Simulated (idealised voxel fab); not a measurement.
This section sets out a process module, namely voxel tone inversion.
It is cross-section cut that appears here, measuring 215 nm in width, its square cells being 5 nm in size.
In what follows, cross-sections appear as grids of square cells, described through bands that run from the top down, where every band is one or more rows of cells.
Basically the band line says how high the top is and how high the bottom is, in nm, and then what's in it from left to right, every material with its width in nm. Empty space shows up as "blank", and if a single material carries "full width" it runs the full band edge to edge.
It should be noted that heights are counted from 0, beneath which the wafer as supplied is of one material throughout, and that the lowest band possesses no lower boundary but continues downward, as written in "z 0 and below".
Per-row width for "30..40": begins at first number (top row of band), ends at second number (bottom row), increment between rows held constant.
"remained the same" -> step changed no cross-section cell.
What "Trapped cavities" gives you is every empty space of 8 cells or more that is cut off from the top. Each appears as width x height at distance, with the distance taken from the left edge and width, height and distance all in nm.
Formally, on a step line, whatever follows the settings is a remark that the simulator itself makes on the step.
The setting "overlay nm" may be written on the line of a step. When the step uses a mask, the value reports how far to the right of the planned place the mask lay, and a negative value reports that it lay to the left.

Planned process steps:
1: RECEIVE, material Si
2: CONFORMAL_DEP, material SiN, thk nm 5
3: DIRECTIONAL_DEP, material aC, thk nm 15
4: PATTERN, tone cover, mask id POSTS, material resist, width nm 20, pitch nm 50, thk nm 20, overlay nm 0
5: DIRECTIONAL_ETCH, etch materials aC, depth nm 15
6: STRIP, etch materials resist
7: FILL_DEP, material lowk, thk nm 5
8: CMP, height nm 20
9: STRIP, etch materials aC

The first of a set of two wafers, run to plan:

The cross-section here shows the wafer as received, i.e. in its state after step 1:
- z 0 and below  Si full width
- Trapped cavities: none

Cross-section of the wafer subsequent to step 2:
- z 5 to 0  SiN full width
- Below 0 it's all the same as before, nothing changed down there.

Cross-section of the wafer subsequent to step 3:
- z 20 to 5  aC full width
- Below 5 it's all the same as before, nothing changed down there.

Cross-section of the wafer subsequent to step 4:
- z 40 to 20  blank 20  resist 20  blank 30  resist 20  blank 30  resist 20  blank 30  resist 20  blank 25
- Below 20 it's all the same as before, nothing changed down there.

Cross-section of the wafer subsequent to step 5:
- z 25 to 20  blank 20  resist 20  blank 30  resist 20  blank 30  resist 20  blank 30  resist 20  blank 25
- z 20 to 5  blank 20  aC 20  blank 30  aC 20  blank 30  aC 20  blank 30  aC 20  blank 25
- Below 5 it's all the same as before, nothing changed down there.

Cross-section of the wafer subsequent to step 6:
- z 20 to 5  blank 20  aC 20  blank 30  aC 20  blank 30  aC 20  blank 30  aC 20  blank 25
- Below 5 it's all the same as before, nothing changed down there.

Cross-section of the wafer subsequent to step 7:
- z 25 to 20  lowk full width
- z 20 to 5  lowk 20  aC 20  lowk 30  aC 20  lowk 30  aC 20  lowk 30  aC 20  lowk 25
- Below 5 it's all the same as before, nothing changed down there.

Cross-section of the wafer subsequent to step 8:
- z 20 to 5  lowk 20  aC 20  lowk 30  aC 20  lowk 30  aC 20  lowk 30  aC 20  lowk 25
- Below 5 it's all the same as before, nothing changed down there.

Cross-section of the wafer subsequent to step 9:
- z 20 to 5  lowk 20  blank 20  lowk 30  blank 20  lowk 30  blank 20  lowk 30  blank 20  lowk 25
- Below 5 it's all the same as before, nothing changed down there.

The second wafer was prepared from the same starting point and under the same plan as the first; its processing contained one mistake, and it remains indistinguishable from the first wafer up to and including step 1:

Cross-sectional representation of the second wafer at the time designated in the plan for the completion of step 2:
- z 15 to 0  aC full width
- Below 0 it's all the same as before, nothing changed down there.

Cross-sectional representation of the second wafer at the time designated in the plan for the completion of step 3:
- z 20 to 15  SiN full width
- Below 15 it's all the same as before, nothing changed down there.

Cross-sectional representation of the second wafer at the time designated in the plan for the completion of step 4:
- z 40 to 20  blank 20  resist 20  blank 30  resist 20  blank 30  resist 20  blank 30  resist 20  blank 25
- Below 20 it's all the same as before, nothing changed down there.

Cross-sectional representation of the second wafer at the time designated in the plan for the completion of step 5:
- z 25 to 20  blank 20  resist 20  blank 30  resist 20  blank 30  resist 20  blank 30  resist 20  blank 25
- Below 20 it's all the same as before, nothing changed down there.

Cross-sectional representation of the second wafer at the time designated in the plan for the completion of step 6:
- z 20 to 15  SiN full width
- Below 15 it's all the same as before, nothing changed down there.

Cross-sectional representation of the second wafer at the time designated in the plan for the completion of step 7:
- z 25 to 20  lowk full width
- Below 20 it's all the same as before, nothing changed down there.

Cross-sectional representation of the second wafer at the time designated in the plan for the completion of step 8:
- z 20 to 15  SiN full width
- Below 15 it's all the same as before, nothing changed down there.

Cross-sectional representation of the second wafer at the time designated in the plan for the completion of step 9: remained the same
Error vs. plan: steps 2 and 3 swapped
The closing comparison, in cells, has the second wafer with more or fewer of some materials than the first: +129 aC, -81 lowk
